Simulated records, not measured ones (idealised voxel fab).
process module | voxel self aligned vias
cross-section cut | 190 nm wide | cells 5 nm
A cross-section is a grid of square cells, given in bands from the top down. A band is one or more rows of cells.
Each band's line starts with the height of the band's top and of its bottom, in nm. Then come its materials from left to right, each with its width in nm. One material with "throughout" fills the band from edge to edge. "air" is empty space.
Height 0 is the level under which the wafer as received is all one material. The lowest band goes on downwards, as in "0 down".
A width such as "30 to 40" changes by the same amount from each row of cells to the next, from the band's top row to its bottom row.
"no change" after a step means that no cell of the cross-section changed.
closed voids: empty space of 8 cells or more with no open way to the top, each as width x height at its distance from the left edge, in nm
after a step's settings: what the simulator itself notes on the step
overlay nm, on a step with a mask: how far to the right of its planned place the mask lay; to the left if negative
Each pair below shows a cross-section before one step and the cross-section after it, down to the lowest band that changed. The line under each pair gives the step between them, with its settings. The pairs can come from different runs of this module on the same starting wafer, so a pair continues from the pair above only where its "before" says so.
before
  0 down: Si throughout
  closed voids: none
after
  10 to 0: SiO2 throughout
  below 0: unchanged
  closed voids: none
the step between: op CONFORMAL_DEP | material SiO2 | thk nm 10
before: the cross-section after the pair above
after
  15 to 10: SiCN throughout
  below 10: unchanged
  closed voids: none
the step between: op CONFORMAL_DEP | material SiCN | thk nm 5
before: the cross-section after the pair above
after
  35 to 15: lowk throughout
  below 15: unchanged
  closed voids: none
the step between: op DIRECTIONAL_DEP | material lowk | thk nm 20
before: the cross-section after the pair above
after
  55 to 35: resist 50 | air 25 | resist 40 | air 25 | resist 50
  below 35: unchanged
  closed voids: none
the step between: op PATTERN | tone open | mask id LINES | material resist | width nm 25 | pitch nm 65 | thk nm 20 | overlay nm 0
before: the cross-section after the pair above
after
  55 to 35: resist 50 | air 25 | resist 40 | air 25 | resist 50
  35 to 15: lowk 50 | air 25 | lowk 40 | air 25 | lowk 50
  below 15: unchanged
  closed voids: none
the step between: op DIRECTIONAL_ETCH | etch materials lowk | depth nm 20
before: the cross-section after the pair above
after
  35 to 15: lowk 50 | air 25 | lowk 40 | air 25 | lowk 50
  below 15: unchanged
  closed voids: none
the step between: op STRIP | etch materials resist
before: the cross-section after the pair above
after
  40 to 35: TiN 55 | air 15 | TiN 50 | air 15 | TiN 55
  35 to 20: lowk 50 | TiN 5 | air 15 | TiN 5 | lowk 40 | TiN 5 | air 15 | TiN 5 | lowk 50
  20 to 15: lowk 50 | TiN 25 | lowk 40 | TiN 25 | lowk 50
  below 15: unchanged
  closed voids: none
the step between: op CONFORMAL_DEP | material TiN | thk nm 5
before: the cross-section after the pair above
after
  50 to 40: Ru throughout
  40 to 35: TiN 55 | Ru 15 | TiN 50 | Ru 15 | TiN 55
  35 to 20: lowk 50 | TiN 5 | Ru 15 | TiN 5 | lowk 40 | TiN 5 | Ru 15 | TiN 5 | lowk 50
  below 20: unchanged
  closed voids: none
the step between: op FILL_DEP | material Ru | thk nm 10
before: the cross-section after the pair above
after
  35 to 20: lowk 50 | TiN 5 | Ru 15 | TiN 5 | lowk 40 | TiN 5 | Ru 15 | TiN 5 | lowk 50
  below 20: unchanged
  closed voids: none
the step between: op CMP | height nm 35
before: the cross-section after the pair above
after
  35 to 30: lowk 50 | air 25 | lowk 40 | air 25 | lowk 50
  below 30: unchanged
  closed voids: none
the step between: op SELECTIVE_ETCH | etch materials W Ru TiN | depth nm 5
before: the cross-section after the pair above
after
  40 to 35: SiN throughout
  35 to 30: lowk 50 | SiN 25 | lowk 40 | SiN 25 | lowk 50
  below 30: unchanged
  closed voids: none
the step between: op FILL_DEP | material SiN | thk nm 5
before: the cross-section after the pair above
after
  35 to 30: lowk 50 | SiN 25 | lowk 40 | SiN 25 | lowk 50
  below 30: unchanged
  closed voids: none
the step between: op CMP | height nm 35
before: the cross-section after the pair above
after
  55 to 35: lowk throughout
  below 35: unchanged
  closed voids: none
the step between: op DIRECTIONAL_DEP | material lowk | thk nm 20
before: the cross-section after the pair above
after
  55 to 35: lowk 45 | air 35 | lowk 110
  below 35: unchanged
  closed voids: none
the step between: op MASKED_ETCH | tone open | mask id VIAS | width nm 35 | etch materials lowk | depth nm 20 | overlay nm 0
before: the cross-section after the pair above
after
  55 to 35: lowk 45 | air 35 | lowk 110
  35 to 30: lowk 50 | air 25 | lowk 40 | SiN 25 | lowk 50
  below 30: unchanged
  closed voids: none
the step between: op MASKED_ETCH | tone open | mask id VIAS | width nm 35 | etch materials SiN | depth nm 5 | overlay nm 0
before: the cross-section after the pair above
after
  60 to 55: TiN 50 | air 25 | TiN 115
  55 to 40: lowk 45 | TiN 5 | air 25 | TiN 5 | lowk 110
  40 to 35: lowk 45 | TiN 10 | air 15 | TiN 10 | lowk 110
  35 to 30: lowk 50 | TiN 25 | lowk 40 | SiN 25 | lowk 50
  below 30: unchanged
  closed voids: none
the step between: op CONFORMAL_DEP | material TiN | thk nm 5
before: the cross-section after the pair above
after
  65 to 60: Ru throughout
  60 to 55: TiN 50 | Ru 25 | TiN 115
  55 to 40: lowk 45 | TiN 5 | Ru 25 | TiN 5 | lowk 110
  40 to 35: lowk 45 | TiN 10 | Ru 15 | TiN 10 | lowk 110
  below 35: unchanged
  closed voids: none
the step between: op FILL_DEP | material Ru | thk nm 5
before: the cross-section after the pair above
after
  55 to 40: lowk 45 | TiN 5 | Ru 25 | TiN 5 | lowk 110
  below 40: unchanged
  closed voids: none
the step between: op CMP | height nm 55
before: the cross-section after the pair above
after
  60 to 55: SiCN throughout
  below 55: unchanged
  closed voids: none
the step between: op CONFORMAL_DEP | material SiCN | thk nm 5
before
  0 down: Si throughout
  closed voids: none
after
  5 to 0: SiCN throughout
  below 0: unchanged
  closed voids: none
the step between: op CONFORMAL_DEP | material SiCN | thk nm 5
before: the cross-section after the pair above
after
  25 to 5: lowk throughout
  below 5: unchanged
  closed voids: none
the step between: op DIRECTIONAL_DEP | material lowk | thk nm 20
before: the cross-section after the pair above
after
  45 to 25: resist 50 | air 25 | resist 40 | air 25 | resist 50
  below 25: unchanged
  closed voids: none
the step between: op PATTERN | tone open | mask id LINES | material resist | width nm 25 | pitch nm 65 | thk nm 20 | overlay nm 0
before: the cross-section after the pair above
after
  45 to 25: resist 50 | air 25 | resist 40 | air 25 | resist 50
  25 to 5: lowk 50 | air 25 | lowk 40 | air 25 | lowk 50
  below 5: unchanged
  closed voids: none
the step between: op DIRECTIONAL_ETCH | etch materials lowk | depth nm 20
before: the cross-section after the pair above
after
  25 to 5: lowk 50 | air 25 | lowk 40 | air 25 | lowk 50
  below 5: unchanged
  closed voids: none
the step between: op STRIP | etch materials resist
before: the cross-section after the pair above
after
  30 to 25: TiN 55 | air 15 | TiN 50 | air 15 | TiN 55
  25 to 10: lowk 50 | TiN 5 | air 15 | TiN 5 | lowk 40 | TiN 5 | air 15 | TiN 5 | lowk 50
  10 to 5: lowk 50 | TiN 25 | lowk 40 | TiN 25 | lowk 50
  below 5: unchanged
  closed voids: none
the step between: op CONFORMAL_DEP | material TiN | thk nm 5
before: the cross-section after the pair above
after
  40 to 30: Ru throughout
  30 to 25: TiN 55 | Ru 15 | TiN 50 | Ru 15 | TiN 55
  25 to 10: lowk 50 | TiN 5 | Ru 15 | TiN 5 | lowk 40 | TiN 5 | Ru 15 | TiN 5 | lowk 50
  below 10: unchanged
  closed voids: none
the step between: op FILL_DEP | material Ru | thk nm 10
before: the cross-section after the pair above
after
  35 to 30: Ru throughout
  below 30: unchanged
  closed voids: none
the step between: op CMP | height nm 35
before: the cross-section after the pair above
after
  30 to 25: TiN 55 | Ru 15 | TiN 50 | Ru 15 | TiN 55
  below 25: unchanged
  closed voids: none
the step between: op SELECTIVE_ETCH | etch materials W Ru TiN | depth nm 5
before: the cross-section after the pair above
after
  35 to 30: SiN throughout
  below 30: unchanged
  closed voids: none
the step between: op FILL_DEP | material SiN | thk nm 5
before: the cross-section after the pair above
after
  55 to 35: lowk throughout
  below 35: unchanged
  closed voids: none
the step between: op DIRECTIONAL_DEP | material lowk | thk nm 20
before: the cross-section after the pair above
after
  55 to 35: lowk 45 | air 35 | lowk 110
  below 35: unchanged
  closed voids: none
the step between: op MASKED_ETCH | tone open | mask id VIAS | width nm 35 | etch materials lowk | depth nm 20 | overlay nm 0
before: the cross-section after the pair above
after
  55 to 35: lowk 45 | air 35 | lowk 110
  35 to 30: SiN 45 | air 35 | SiN 110
  below 30: unchanged
  closed voids: none
the step between: op MASKED_ETCH | tone open | mask id VIAS | width nm 35 | etch materials SiN | depth nm 5 | overlay nm 0
before: the cross-section after the pair above
after
  60 to 55: TiN 50 | air 25 | TiN 115
  55 to 35: lowk 45 | TiN 5 | air 25 | TiN 5 | lowk 110
  35 to 30: SiN 45 | TiN 35 | SiN 110
  below 30: unchanged
  closed voids: none
the step between: op CONFORMAL_DEP | material TiN | thk nm 5
before: the cross-section after the pair above
after
  65 to 60: Ru throughout
  60 to 55: TiN 50 | Ru 25 | TiN 115
  55 to 35: lowk 45 | TiN 5 | Ru 25 | TiN 5 | lowk 110
  below 35: unchanged
  closed voids: none
the step between: op FILL_DEP | material Ru | thk nm 5
before: the cross-section after the pair above
after
  55 to 35: lowk 45 | TiN 5 | Ru 25 | TiN 5 | lowk 110
  below 35: unchanged
  closed voids: none
the step between: op CMP | height nm 55
before: the cross-section after the pair above
after
  60 to 55: SiCN throughout
  below 55: unchanged
  closed voids: none
the step between: op CONFORMAL_DEP | material SiCN | thk nm 5
before
  55 to 35: lowk 45 | air 35 | lowk 110
  35 to 30: lowk 50 | SiN 25 | lowk 40 | SiN 25 | lowk 50
  30 to 20: lowk 50 | TiN 5 | Ru 15 | TiN 5 | lowk 40 | TiN 5 | Ru 15 | TiN 5 | lowk 50
  20 to 15: lowk 50 | TiN 25 | lowk 40 | TiN 25 | lowk 50
  15 to 10: SiCN throughout
  10 to 0: SiO2 throughout
  0 down: Si throughout
  closed voids: none
after
  55 to 35: lowk 45 | air 35 | lowk 110
  35 to 30: lowk 45 | air 5 | SiN 25 | air 5 | lowk 35 | SiN 25 | lowk 50
  30 to 20: lowk 45 | air 5 | TiN 5 | Ru 15 | TiN 5 | air 5 | lowk 35 | TiN 5 | Ru 15 | TiN 5 | lowk 50
  20 to 15: lowk 45 | air 5 | TiN 25 | air 5 | lowk 35 | TiN 25 | lowk 50
  below 15: unchanged
  closed voids: none
the step between: op MASKED_ETCH | tone open | mask id VIAS | width nm 35 | etch materials lowk | depth nm 20 | overlay nm 0
before: the cross-section after the pair above
after
  55 to 35: lowk 45 | air 35 | lowk 110
  35 to 30: lowk 45 | air 35 | lowk 35 | SiN 25 | lowk 50
  below 30: unchanged
  closed voids: none
the step between: op MASKED_ETCH | tone open | mask id VIAS | width nm 35 | etch materials SiN | depth nm 5 | overlay nm 0
before: the cross-section after the pair above
after
  60 to 55: TiN 50 | air 25 | TiN 115
  55 to 35: lowk 45 | TiN 5 | air 25 | TiN 5 | lowk 110
  35 to 30: lowk 45 | TiN 35 | lowk 35 | SiN 25 | lowk 50
  30 to 20: lowk 45 | TiN 10 | Ru 15 | TiN 10 | lowk 35 | TiN 5 | Ru 15 | TiN 5 | lowk 50
  20 to 15: lowk 45 | TiN 35 | lowk 35 | TiN 25 | lowk 50
  below 15: unchanged
  closed voids: none
the step between: op CONFORMAL_DEP | material TiN | thk nm 5
before: the cross-section after the pair above
after
  65 to 60: Ru throughout
  60 to 55: TiN 50 | Ru 25 | TiN 115
  55 to 35: lowk 45 | TiN 5 | Ru 25 | TiN 5 | lowk 110
  below 35: unchanged
  closed voids: none
the step between: op FILL_DEP | material Ru | thk nm 5
before: the cross-section after the pair above
after
  55 to 35: lowk 45 | TiN 5 | Ru 25 | TiN 5 | lowk 110
  below 35: unchanged
  closed voids: none
the step between: op CMP | height nm 55
before: the cross-section after the pair above
after
  60 to 55: SiCN throughout
  below 55: unchanged
  closed voids: none
the step between: op CONFORMAL_DEP | material SiCN | thk nm 5
before
  35 to 30: lowk 50 | SiN 25 | lowk 40 | SiN 25 | lowk 50
  30 to 20: lowk 50 | TiN 5 | Ru 15 | TiN 5 | lowk 40 | TiN 5 | Ru 15 | TiN 5 | lowk 50
  20 to 15: lowk 50 | TiN 25 | lowk 40 | TiN 25 | lowk 50
  15 to 10: SiCN throughout
  10 to 0: SiO2 throughout
  0 down: Si throughout
  closed voids: none
after
  35 to 30: lowk 45 | air 5 | SiN 25 | air 5 | lowk 35 | SiN 25 | lowk 50
  30 to 20: lowk 45 | air 5 | TiN 5 | Ru 15 | TiN 5 | air 5 | lowk 35 | TiN 5 | Ru 15 | TiN 5 | lowk 50
  20 to 15: lowk 45 | air 5 | TiN 25 | air 5 | lowk 35 | TiN 25 | lowk 50
  below 15: unchanged
  closed voids: none
the step between: op MASKED_ETCH | tone open | mask id VIAS | width nm 35 | etch materials lowk | depth nm 20 | overlay nm 0
before: the cross-section after the pair above
after
  55 to 35: lowk 45 | air 5 | lowk 25 | air 5 | lowk 110
  35 to 30: lowk 50 | SiN 25 | lowk 40 | SiN 25 | lowk 50
  30 to 20: lowk 50 | TiN 5 | Ru 15 | TiN 5 | lowk 40 | TiN 5 | Ru 15 | TiN 5 | lowk 50
  20 to 15: lowk 50 | TiN 25 | lowk 40 | TiN 25 | lowk 50
  below 15: unchanged
  closed voids: none
the step between: op DIRECTIONAL_DEP | material lowk | thk nm 20
before: the cross-section after the pair above
after
  60 to 55: TiN throughout
  55 to 35: lowk 45 | TiN 5 | lowk 25 | TiN 5 | lowk 110
  below 35: unchanged
  closed voids: none
the step between: op CONFORMAL_DEP | material TiN | thk nm 5
before: the cross-section after the pair above
after
  65 to 60: Ru throughout
  below 60: unchanged
  closed voids: none
the step between: op FILL_DEP | material Ru | thk nm 5
before: the cross-section after the pair above
after
  55 to 35: lowk 45 | TiN 5 | lowk 25 | TiN 5 | lowk 110
  below 35: unchanged
  closed voids: none
the step between: op CMP | height nm 55
before: the cross-section after the pair above
after
  60 to 55: SiCN throughout
  below 55: unchanged
  closed voids: none
the step between: op CONFORMAL_DEP | material SiCN | thk nm 5
before
  10 to 0: SiO2 throughout
  0 down: Si throughout
  closed voids: none
after
  25 to 10: SiCN throughout
  below 10: unchanged
  closed voids: none
the step between: op CONFORMAL_DEP | material SiCN | thk nm 15
before: the cross-section after the pair above
after
  45 to 25: lowk throughout
  below 25: unchanged
  closed voids: none
the step between: op DIRECTIONAL_DEP | material lowk | thk nm 20
before: the cross-section after the pair above
after
  65 to 45: resist 50 | air 25 | resist 40 | air 25 | resist 50
  below 45: unchanged
  closed voids: none
the step between: op PATTERN | tone open | mask id LINES | material resist | width nm 25 | pitch nm 65 | thk nm 20 | overlay nm 0
before: the cross-section after the pair above
after
  65 to 45: resist 50 | air 25 | resist 40 | air 25 | resist 50
  45 to 25: lowk 50 | air 25 | lowk 40 | air 25 | lowk 50
  below 25: unchanged
  closed voids: none
the step between: op DIRECTIONAL_ETCH | etch materials lowk | depth nm 20
before: the cross-section after the pair above
after
  45 to 25: lowk 50 | air 25 | lowk 40 | air 25 | lowk 50
  below 25: unchanged
  closed voids: none
the step between: op STRIP | etch materials resist
before: the cross-section after the pair above
after
  50 to 45: TiN 55 | air 15 | TiN 50 | air 15 | TiN 55
  45 to 30: lowk 50 | TiN 5 | air 15 | TiN 5 | lowk 40 | TiN 5 | air 15 | TiN 5 | lowk 50
  30 to 25: lowk 50 | TiN 25 | lowk 40 | TiN 25 | lowk 50
  below 25: unchanged
  closed voids: none
the step between: op CONFORMAL_DEP | material TiN | thk nm 5
before: the cross-section after the pair above
after
  60 to 50: Ru throughout
  50 to 45: TiN 55 | Ru 15 | TiN 50 | Ru 15 | TiN 55
  45 to 30: lowk 50 | TiN 5 | Ru 15 | TiN 5 | lowk 40 | TiN 5 | Ru 15 | TiN 5 | lowk 50
  below 30: unchanged
  closed voids: none
the step between: op FILL_DEP | material Ru | thk nm 10
before: the cross-section after the pair above
after
  35 to 30: lowk 50 | TiN 5 | Ru 15 | TiN 5 | lowk 40 | TiN 5 | Ru 15 | TiN 5 | lowk 50
  below 30: unchanged
  closed voids: none
the step between: op CMP | height nm 35
before: the cross-section after the pair above
after
  35 to 30: lowk 50 | air 25 | lowk 40 | air 25 | lowk 50
  below 30: unchanged
  closed voids: none
the step between: op SELECTIVE_ETCH | etch materials W Ru TiN | depth nm 5
before: the cross-section after the pair above
after
  40 to 35: SiN throughout
  35 to 30: lowk 50 | SiN 25 | lowk 40 | SiN 25 | lowk 50
  below 30: unchanged
  closed voids: none
the step between: op FILL_DEP | material SiN | thk nm 5
before: the cross-section after the pair above
after
  35 to 30: lowk 50 | SiN 25 | lowk 40 | SiN 25 | lowk 50
  below 30: unchanged
  closed voids: none
the step between: op CMP | height nm 35
before: the cross-section after the pair above
after
  55 to 35: lowk throughout
  below 35: unchanged
  closed voids: none
the step between: op DIRECTIONAL_DEP | material lowk | thk nm 20
before: the cross-section after the pair above
after
  55 to 35: lowk 45 | air 35 | lowk 110
  below 35: unchanged
  closed voids: none
the step between: op MASKED_ETCH | tone open | mask id VIAS | width nm 35 | etch materials lowk | depth nm 20 | overlay nm 0
before: the cross-section after the pair above
after
  55 to 35: lowk 45 | air 35 | lowk 110
  35 to 30: lowk 50 | air 25 | lowk 40 | SiN 25 | lowk 50
  below 30: unchanged
  closed voids: none
the step between: op MASKED_ETCH | tone open | mask id VIAS | width nm 35 | etch materials SiN | depth nm 5 | overlay nm 0
before: the cross-section after the pair above
after
  60 to 55: TiN 50 | air 25 | TiN 115
  55 to 40: lowk 45 | TiN 5 | air 25 | TiN 5 | lowk 110
  40 to 35: lowk 45 | TiN 10 | air 15 | TiN 10 | lowk 110
  35 to 30: lowk 50 | TiN 25 | lowk 40 | SiN 25 | lowk 50
  below 30: unchanged
  closed voids: none
the step between: op CONFORMAL_DEP | material TiN | thk nm 5
before: the cross-section after the pair above
after
  65 to 60: Ru throughout
  60 to 55: TiN 50 | Ru 25 | TiN 115
  55 to 40: lowk 45 | TiN 5 | Ru 25 | TiN 5 | lowk 110
  40 to 35: lowk 45 | TiN 10 | Ru 15 | TiN 10 | lowk 110
  below 35: unchanged
  closed voids: none
the step between: op FILL_DEP | material Ru | thk nm 5
before: the cross-section after the pair above
after
  55 to 40: lowk 45 | TiN 5 | Ru 25 | TiN 5 | lowk 110
  below 40: unchanged
  closed voids: none
the step between: op CMP | height nm 55
before: the cross-section after the pair above
after
  60 to 55: SiCN throughout
  below 55: unchanged
  closed voids: none
the step between: op CONFORMAL_DEP | material SiCN | thk nm 5
before
  55 to 35: lowk throughout
  35 to 30: lowk 50 | SiN 25 | lowk 40 | SiN 25 | lowk 50
  30 to 20: lowk 50 | TiN 5 | Ru 15 | TiN 5 | lowk 40 | TiN 5 | Ru 15 | TiN 5 | lowk 50
  20 to 15: lowk 50 | TiN 25 | lowk 40 | TiN 25 | lowk 50
  15 to 10: SiCN throughout
  10 to 0: SiO2 throughout
  0 down: Si throughout
  closed voids: none
after
  55 to 35: lowk 50 | air 30 | lowk 110
  below 35: unchanged
  closed voids: none
the step between: op MASKED_ETCH | tone open | mask id VIAS | width nm 30 | etch materials lowk | depth nm 20 | overlay nm 0
before: the cross-section after the pair above
after
  55 to 35: lowk 50 | air 30 | lowk 110
  35 to 30: lowk 50 | air 25 | lowk 40 | SiN 25 | lowk 50
  below 30: unchanged
  closed voids: none
the step between: op MASKED_ETCH | tone open | mask id VIAS | width nm 35 | etch materials SiN | depth nm 5 | overlay nm 0
before: the cross-section after the pair above
after
  60 to 55: TiN 55 | air 20 | TiN 115
  55 to 40: lowk 50 | TiN 5 | air 20 | TiN 5 | lowk 110
  40 to 35: lowk 50 | TiN 5 | air 15 | TiN 10 | lowk 110
  35 to 30: lowk 50 | TiN 25 | lowk 40 | SiN 25 | lowk 50
  below 30: unchanged
  closed voids: none
the step between: op CONFORMAL_DEP | material TiN | thk nm 5
before: the cross-section after the pair above
after
  65 to 60: Ru throughout
  60 to 55: TiN 55 | Ru 20 | TiN 115
  55 to 40: lowk 50 | TiN 5 | Ru 20 | TiN 5 | lowk 110
  40 to 35: lowk 50 | TiN 5 | Ru 15 | TiN 10 | lowk 110
  below 35: unchanged
  closed voids: none
the step between: op FILL_DEP | material Ru | thk nm 5
before: the cross-section after the pair above
after
  55 to 40: lowk 50 | TiN 5 | Ru 20 | TiN 5 | lowk 110
  below 40: unchanged
  closed voids: none
the step between: op CMP | height nm 55
before: the cross-section after the pair above
after
  60 to 55: SiCN throughout
  below 55: unchanged
  closed voids: none
the step between: op CONFORMAL_DEP | material SiCN | thk nm 5
before
  55 to 35: lowk throughout
  35 to 30: lowk 50 | SiN 25 | lowk 40 | SiN 25 | lowk 50
  30 to 20: lowk 50 | TiN 5 | Ru 15 | TiN 5 | lowk 40 | TiN 5 | Ru 15 | TiN 5 | lowk 50
  20 to 15: lowk 50 | TiN 25 | lowk 40 | TiN 25 | lowk 50
  15 to 10: SiCN throughout
  10 to 0: SiO2 throughout
  0 down: Si throughout
  closed voids: none
after
  55 to 35: lowk 40 | air 35 | lowk 115
  below 35: unchanged
  closed voids: none
the step between: op MASKED_ETCH | tone open | mask id VIAS | width nm 35 | etch materials lowk | depth nm 20 | overlay nm -5
before: the cross-section after the pair above
after
  55 to 35: lowk 40 | air 35 | lowk 115
  35 to 30: lowk 50 | air 25 | lowk 40 | SiN 25 | lowk 50
  below 30: unchanged
  closed voids: none
the step between: op MASKED_ETCH | tone open | mask id VIAS | width nm 35 | etch materials SiN | depth nm 5 | overlay nm 0
before: the cross-section after the pair above
after
  60 to 55: TiN 45 | air 25 | TiN 120
  55 to 40: lowk 40 | TiN 5 | air 25 | TiN 5 | lowk 115
  40 to 35: lowk 40 | TiN 15 | air 15 | TiN 5 | lowk 115
  35 to 30: lowk 50 | TiN 25 | lowk 40 | SiN 25 | lowk 50
  below 30: unchanged
  closed voids: none
the step between: op CONFORMAL_DEP | material TiN | thk nm 5
before: the cross-section after the pair above
after
  65 to 60: Ru throughout
  60 to 55: TiN 45 | Ru 25 | TiN 120
  55 to 40: lowk 40 | TiN 5 | Ru 25 | TiN 5 | lowk 115
  40 to 35: lowk 40 | TiN 15 | Ru 15 | TiN 5 | lowk 115
  below 35: unchanged
  closed voids: none
the step between: op FILL_DEP | material Ru | thk nm 5
before: the cross-section after the pair above
after
  55 to 40: lowk 40 | TiN 5 | Ru 25 | TiN 5 | lowk 115
  below 40: unchanged
  closed voids: none
the step between: op CMP | height nm 55
before: the cross-section after the pair above
after
  60 to 55: SiCN throughout
  below 55: unchanged
  closed voids: none
the step between: op CONFORMAL_DEP | material SiCN | thk nm 5
before
  10 to 0: SiO2 throughout
  0 down: Si throughout
  closed voids: none
after
  15 to 10: lowk throughout
  below 10: unchanged
  closed voids: none
the step between: op CONFORMAL_DEP | material lowk | thk nm 5
before: the cross-section after the pair above
after
  35 to 10: lowk throughout
  below 10: unchanged
  closed voids: none
the step between: op DIRECTIONAL_DEP | material lowk | thk nm 20
before: the cross-section after the pair above
after
  55 to 35: resist 50 | air 25 | resist 40 | air 25 | resist 50
  below 35: unchanged
  closed voids: none
the step between: op PATTERN | tone open | mask id LINES | material resist | width nm 25 | pitch nm 65 | thk nm 20 | overlay nm 0
before: the cross-section after the pair above
after
  55 to 35: resist 50 | air 25 | resist 40 | air 25 | resist 50
  35 to 15: lowk 50 | air 25 | lowk 40 | air 25 | lowk 50
  below 15: unchanged
  closed voids: none
the step between: op DIRECTIONAL_ETCH | etch materials lowk | depth nm 20
before: the cross-section after the pair above
after
  35 to 15: lowk 50 | air 25 | lowk 40 | air 25 | lowk 50
  below 15: unchanged
  closed voids: none
the step between: op STRIP | etch materials resist
before: the cross-section after the pair above
after
  40 to 35: TiN 55 | air 15 | TiN 50 | air 15 | TiN 55
  35 to 20: lowk 50 | TiN 5 | air 15 | TiN 5 | lowk 40 | TiN 5 | air 15 | TiN 5 | lowk 50
  20 to 15: lowk 50 | TiN 25 | lowk 40 | TiN 25 | lowk 50
  below 15: unchanged
  closed voids: none
the step between: op CONFORMAL_DEP | material TiN | thk nm 5
before: the cross-section after the pair above
after
  50 to 40: Ru throughout
  40 to 35: TiN 55 | Ru 15 | TiN 50 | Ru 15 | TiN 55
  35 to 20: lowk 50 | TiN 5 | Ru 15 | TiN 5 | lowk 40 | TiN 5 | Ru 15 | TiN 5 | lowk 50
  below 20: unchanged
  closed voids: none
the step between: op FILL_DEP | material Ru | thk nm 10
before: the cross-section after the pair above
after
  35 to 20: lowk 50 | TiN 5 | Ru 15 | TiN 5 | lowk 40 | TiN 5 | Ru 15 | TiN 5 | lowk 50
  below 20: unchanged
  closed voids: none
the step between: op CMP | height nm 35
before: the cross-section after the pair above
after
  35 to 30: lowk 50 | air 25 | lowk 40 | air 25 | lowk 50
  below 30: unchanged
  closed voids: none
the step between: op SELECTIVE_ETCH | etch materials W Ru TiN | depth nm 5
before: the cross-section after the pair above
after
  40 to 35: SiN throughout
  35 to 30: lowk 50 | SiN 25 | lowk 40 | SiN 25 | lowk 50
  below 30: unchanged
  closed voids: none
the step between: op FILL_DEP | material SiN | thk nm 5
before: the cross-section after the pair above
after
  35 to 30: lowk 50 | SiN 25 | lowk 40 | SiN 25 | lowk 50
  below 30: unchanged
  closed voids: none
the step between: op CMP | height nm 35
before: the cross-section after the pair above
after
  55 to 35: lowk throughout
  below 35: unchanged
  closed voids: none
the step between: op DIRECTIONAL_DEP | material lowk | thk nm 20
before: the cross-section after the pair above
after
  55 to 35: lowk 45 | air 35 | lowk 110
  below 35: unchanged
  closed voids: none
the step between: op MASKED_ETCH | tone open | mask id VIAS | width nm 35 | etch materials lowk | depth nm 20 | overlay nm 0
before: the cross-section after the pair above
after
  55 to 35: lowk 45 | air 35 | lowk 110
  35 to 30: lowk 50 | air 25 | lowk 40 | SiN 25 | lowk 50
  below 30: unchanged
  closed voids: none
the step between: op MASKED_ETCH | tone open | mask id VIAS | width nm 35 | etch materials SiN | depth nm 5 | overlay nm 0
before: the cross-section after the pair above
after
  60 to 55: TiN 50 | air 25 | TiN 115
  55 to 40: lowk 45 | TiN 5 | air 25 | TiN 5 | lowk 110
  40 to 35: lowk 45 | TiN 10 | air 15 | TiN 10 | lowk 110
  35 to 30: lowk 50 | TiN 25 | lowk 40 | SiN 25 | lowk 50
  below 30: unchanged
  closed voids: none
the step between: op CONFORMAL_DEP | material TiN | thk nm 5
before: the cross-section after the pair above
after
  65 to 60: Ru throughout
  60 to 55: TiN 50 | Ru 25 | TiN 115
  55 to 40: lowk 45 | TiN 5 | Ru 25 | TiN 5 | lowk 110
  40 to 35: lowk 45 | TiN 10 | Ru 15 | TiN 10 | lowk 110
  below 35: unchanged
  closed voids: none
the step between: op FILL_DEP | material Ru | thk nm 5
before: the cross-section after the pair above
after
  55 to 40: lowk 45 | TiN 5 | Ru 25 | TiN 5 | lowk 110
  below 40: unchanged
  closed voids: none
the step between: op CMP | height nm 55
before: the cross-section after the pair above
after
  60 to 55: SiCN throughout
  below 55: unchanged
  closed voids: none
the step between: op CONFORMAL_DEP | material SiCN | thk nm 5
before
  55 to 35: lowk throughout
  35 to 30: lowk 50 | SiN 25 | lowk 40 | SiN 25 | lowk 50
  30 to 20: lowk 50 | TiN 5 | Ru 15 | TiN 5 | lowk 40 | TiN 5 | Ru 15 | TiN 5 | lowk 50
  20 to 15: lowk 50 | TiN 25 | lowk 40 | TiN 25 | lowk 50
  15 to 10: SiCN throughout
  10 to 0: SiO2 throughout
  0 down: Si throughout
  closed voids: none
after
  55 to 35: air 45 | lowk 35 | air 110
  below 35: unchanged
  closed voids: none
the step between: op MASKED_ETCH | tone cover | mask id VIAS | width nm 35 | etch materials lowk | depth nm 20 | overlay nm 0
before: the cross-section after the pair above
after
  60 to 55: air 40 | TiN 45 | air 105
  55 to 40: air 40 | TiN 5 | lowk 35 | TiN 5 | air 105
  40 to 35: TiN 45 | lowk 35 | TiN 110
  below 35: unchanged
  closed voids: none
the step between: op CONFORMAL_DEP | material TiN | thk nm 5
before: the cross-section after the pair above
after
  65 to 60: Ru throughout
  60 to 55: Ru 40 | TiN 45 | Ru 105
  55 to 40: Ru 40 | TiN 5 | lowk 35 | TiN 5 | Ru 105
  below 40: unchanged
  closed voids: none
the step between: op FILL_DEP | material Ru | thk nm 5
before: the cross-section after the pair above
after
  55 to 40: Ru 40 | TiN 5 | lowk 35 | TiN 5 | Ru 105
  below 40: unchanged
  closed voids: none
the step between: op CMP | height nm 55
before: the cross-section after the pair above
after
  60 to 55: SiCN throughout
  below 55: unchanged
  closed voids: none
the step between: op CONFORMAL_DEP | material SiCN | thk nm 5
